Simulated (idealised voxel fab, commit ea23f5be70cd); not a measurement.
Documented hereafter: the process module known as voxel wiring stack.
In the cross-section labelled cut, the width is 175 nm and each square cell is 5 nm.
Bands, listed from the top down, are how a cross-section gets written in this document; the cross-section itself is a grid of square cells, and a band is one or more rows of them.
Top height, bottom height, nm. Materials left to right, width each, nm. Single material + "edge to edge" = fills band edge to edge. "blank" = empty.
All heights in this document are referenced to 0, defined as the level beneath which the wafer, as received, consists entirely of one material. The lowest band is not bounded below; it extends indefinitely downward and is written in the form "from 0 down".
Note: "30 to 40" means the width goes from the first number (top row of the band) to the second number (bottom row) in equal steps per row of cells.
Where the words "remains unaltered" appear for a step, the cross-section shows no cell changed by that step; every cell remained as before.
This entry, "Tabulated closed voids", enumerates those empty regions of no fewer than 8 cells that possess no open connection to the top. Each region is reported in the form width x height at distance, the distance being taken from the left edge, with all three quantities expressed in nm.
Step line, after settings: the simulator's comment on this step.
overlay nm: mask right of planned place by this much (step with mask). Neg. = left.
**Here's what the planned process steps look like**
1) RECEIVE (material Si)
2) CONFORMAL_DEP (material SiO2; thk nm 15)
3) DIRECTIONAL_DEP (material TiN; thk nm 5)
4) DIRECTIONAL_DEP (material Ru; thk nm 15)
5) MASKED_ETCH (tone cover; mask id METAL_1; width nm 25; pitch nm 55; etch materials Ru; depth nm 15; overlay nm 0)
6) MASKED_ETCH (tone cover; mask id METAL_1; width nm 25; pitch nm 55; etch materials TiN; depth nm 5; overlay nm 0)
7) FILL_DEP (material lowk; thk nm 5)
8) CMP (height nm 35)
9) CONFORMAL_DEP (material SiCN; thk nm 5)
10) DIRECTIONAL_DEP (material lowk; thk nm 10)
11) DIRECTIONAL_DEP (material aC; thk nm 15)
12) PATTERN (tone open; mask id PLUG_1; material resist; width nm 15; pitch nm 55; thk nm 30; overlay nm 0)
13) DIRECTIONAL_ETCH (etch materials aC; depth nm 15)
14) STRIP (etch materials resist)
15) DIRECTIONAL_ETCH (etch materials lowk; depth nm 10)
16) DIRECTIONAL_ETCH (etch materials SiCN; depth nm 5)
17) STRIP (etch materials aC)
18) CONFORMAL_DEP (material TiN; thk nm 5)
19) FILL_DEP (material Ru; thk nm 5)
20) CMP (height nm 50)
21) CONFORMAL_DEP (material SiCN; thk nm 5)
22) DIRECTIONAL_DEP (material SiO2; thk nm 15)
23) PATTERN (tone open; mask id METAL_2; material resist; width nm 25; pitch nm 55; thk nm 15; overlay nm 0)
24) DIRECTIONAL_ETCH (etch materials SiO2; depth nm 15)
25) DIRECTIONAL_ETCH (etch materials SiCN; depth nm 5)
26) STRIP (etch materials resist)
27) CONFORMAL_DEP (material TiN; thk nm 5)
28) FILL_DEP (material Ru; thk nm 5)
29) CMP (height nm 70)
30) CONFORMAL_DEP (material SiCN; thk nm 5)
31) DIRECTIONAL_DEP (material SiO2; thk nm 30)
32) MASKED_ETCH (tone open; mask id METAL_3_HOLES; width nm 15; etch materials SiO2; depth nm 30; overlay nm 0)
33) MASKED_ETCH (tone open; mask id METAL_3; width nm 25; pitch nm 55; etch materials SiO2; depth nm 15; overlay nm 0)
34) MASKED_ETCH (tone open; mask id METAL_3; width nm 25; pitch nm 55; etch materials SiCN; depth nm 5; overlay nm 0)
35) CONFORMAL_DEP (material TiN; thk nm 5)
36) FILL_DEP (material Ru; thk nm 5)
37) CMP (height nm 105)
38) CONFORMAL_DEP (material SiCN; thk nm 5)
**This is the cross-section of the wafer as we received it, i.e. after step 1**
    from 0 down | Si edge to edge
    Tabulated closed voids: none
**Final wafer profile in cross-section after the module, from the same start and plan as above, with one mistake made during processing**
    from 110 to 105 | SiCN edge to edge
    from 105 to 95 | SiO2 (45) / TiN (5) / Ru (15) / TiN (5) / SiO2 (30) / TiN (5) / Ru (15) / TiN (5) / SiO2 (50)
    from 95 to 90 | SiO2 (45) / TiN (5) / Ru (5) / TiN (15) / SiO2 (30) / TiN (25) / SiO2 (50)
    from 90 to 75 | SiO2 (45) / TiN (5) / Ru (5) / TiN (5) / SiO2 (115)
    from 75 to 70 | SiCN (45) / TiN (15) / SiCN (115)
    from 70 to 55 | SiO2 (45) / TiN (5) / Ru (15) / TiN (5) / SiO2 (30) / TiN (5) / Ru (15) / TiN (5) / SiO2 (50)
    from 55 to 50 | SiCN (45) / TiN (25) / SiCN (30) / TiN (25) / SiCN (50)
    from 50 to 40 | lowk (35) / TiN (5) / Ru (5) / TiN (5) / lowk (40) / TiN (5) / Ru (5) / TiN (5) / lowk (70)
    from 40 to 35 | SiCN (35) / TiN (15) / SiCN (40) / TiN (15) / SiCN (70)
    from 35 to 20 | lowk (45) / Ru (25) / lowk (30) / Ru (25) / lowk (50)
    from 20 to 15 | lowk (45) / TiN (25) / lowk (30) / TiN (25) / lowk (50)
    from 15 to 0 | SiO2 edge to edge
    from 0 down | Si edge to edge
    Tabulated closed voids: none
Deviation from plan: it should be noted that step 12 was executed with settings other than those planned, the operation and settings actually applied being PATTERN (tone open; mask id PLUG_1; material resist; width nm 15; pitch nm 55; thk nm 30; overlay nm -10)
